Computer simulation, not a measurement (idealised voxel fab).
process module | voxel capacitor over wiring
cross-section cut | 140 nm wide | cells 5 nm
A cross-section is a grid of square cells, given in bands from the top down. A band is one or more rows of cells.
Each band's line starts with the height of the band's top and of its bottom, in nm. Then come its materials from left to right, each with its width in nm. One material with "throughout" fills the band from edge to edge. "air" is empty space.
Height 0 is the level under which the wafer as received is all one material. The lowest band goes on downwards, as in "0 down".
A width such as "30 to 40" changes by the same amount from each row of cells to the next, from the band's top row to its bottom row.
"no change" after a step means that no cell of the cross-section changed.
closed voids: empty space of 8 cells or more with no open way to the top, each as width x height at its distance from the left edge, in nm
after a step's settings: what the simulator itself notes on the step
overlay nm, on a step with a mask: how far to the right of its planned place the mask lay; to the left if negative
plan
1 op RECEIVE | material Si
2 op CONFORMAL_DEP | material SiO2 | thk nm 15
3 op DIRECTIONAL_DEP | material TiN | thk nm 5
4 op DIRECTIONAL_DEP | material Ru | thk nm 15
5 op PATTERN | tone cover | mask id METAL_1 | material resist | width nm 25 | pitch nm 85 | thk nm 15 | overlay nm 0
6 op DIRECTIONAL_ETCH | etch materials Ru | depth nm 15
7 op DIRECTIONAL_ETCH | etch materials TiN | depth nm 5
8 op STRIP | etch materials resist
9 op FILL_DEP | material lowk | thk nm 10
10 op CMP | height nm 35
11 op CONFORMAL_DEP | material SiCN | thk nm 5
12 op DIRECTIONAL_DEP | material lowk | thk nm 20
13 op PATTERN | tone open | mask id PLUG_1 | material resist | width nm 15 | thk nm 15 | overlay nm 0
14 op DIRECTIONAL_ETCH | etch materials lowk | depth nm 20
15 op DIRECTIONAL_ETCH | etch materials SiCN | depth nm 5
16 op STRIP | etch materials resist
17 op EPI | material Ru | thk nm 10
18 op EPI | material Ru | thk nm 10
19 op EPI | material Ru | thk nm 5
20 op DIRECTIONAL_DEP | material TiN | thk nm 10
21 op DIRECTIONAL_DEP | material SiN | thk nm 5
22 op DIRECTIONAL_DEP | material TiN | thk nm 5
23 op MASKED_ETCH | tone cover | mask id UPPER_PLATE | width nm 65 | etch materials TiN | depth nm 5 | overlay nm 0
24 op MASKED_ETCH | tone cover | mask id UPPER_PLATE | width nm 65 | etch materials SiN | depth nm 5 | overlay nm 0
25 op MASKED_ETCH | tone cover | mask id LOWER_PLATE | width nm 75 | etch materials TiN | depth nm 10 | overlay nm 0
26 op FILL_DEP | material SiO2 | thk nm 15
27 op CMP | height nm 90
28 op MASKED_ETCH | tone open | mask id PLUG_2 | width nm 15 | etch materials SiO2 | depth nm 10 | overlay nm 0
29 op CONFORMAL_DEP | material TiN | thk nm 5
30 op FILL_DEP | material Ru | thk nm 10
31 op CMP | height nm 90
32 op CONFORMAL_DEP | material SiCN | thk nm 5
as received, after step 1
  0 down: Si throughout
  closed voids: none
first wafer at the end, as planned
  95 to 90: SiCN throughout
  90 to 85: SiO2 35 | TiN 5 | Ru 5 | TiN 5 | SiO2 90
  85 to 75: SiO2 35 to 25 | TiN 15 to 65 | SiO2 90 to 50
  75 to 70: SiO2 25 | SiN 65 | SiO2 50
  70 to 60: SiO2 20 | TiN 75 | SiO2 45
  60 to 40: lowk 25 | Ru 15 | lowk 100
  40 to 35: SiCN 25 | Ru 15 | SiCN 100
  35 to 20: lowk 15 | Ru 25 | lowk 60 | Ru 25 | lowk 15
  20 to 15: lowk 15 | TiN 25 | lowk 60 | TiN 25 | lowk 15
  15 to 0: SiO2 throughout
  0 down: Si throughout
  closed voids: none
second wafer at the end: like start, like plan, one mistake
  95 to 90: SiCN throughout
  90 to 85: SiO2 35 | TiN 5 | Ru 5 | TiN 5 | SiO2 90
  85 to 80: SiO2 35 | TiN 15 | SiO2 90
  80 to 75: SiO2 20 | TiN 5 | SiO2 65 | TiN 5 | SiO2 45
  75 to 70: SiN throughout
  70 to 60: TiN throughout
  60 to 40: lowk 25 | Ru 15 | lowk 100
  40 to 35: SiCN 25 | Ru 15 | SiCN 100
  35 to 20: lowk 15 | Ru 25 | lowk 60 | Ru 25 | lowk 15
  20 to 15: lowk 15 | TiN 25 | lowk 60 | TiN 25 | lowk 15
  15 to 0: SiO2 throughout
  0 down: Si throughout
  closed voids: none
what went wrong: step 23 ran as: op MASKED_ETCH | tone open | mask id UPPER_PLATE | width nm 65 | etch materials TiN | depth nm 5 | overlay nm 0
at the end the second wafer has, in cells: 15 more of SiN | 30 fewer of SiO2 | 15 more of TiN
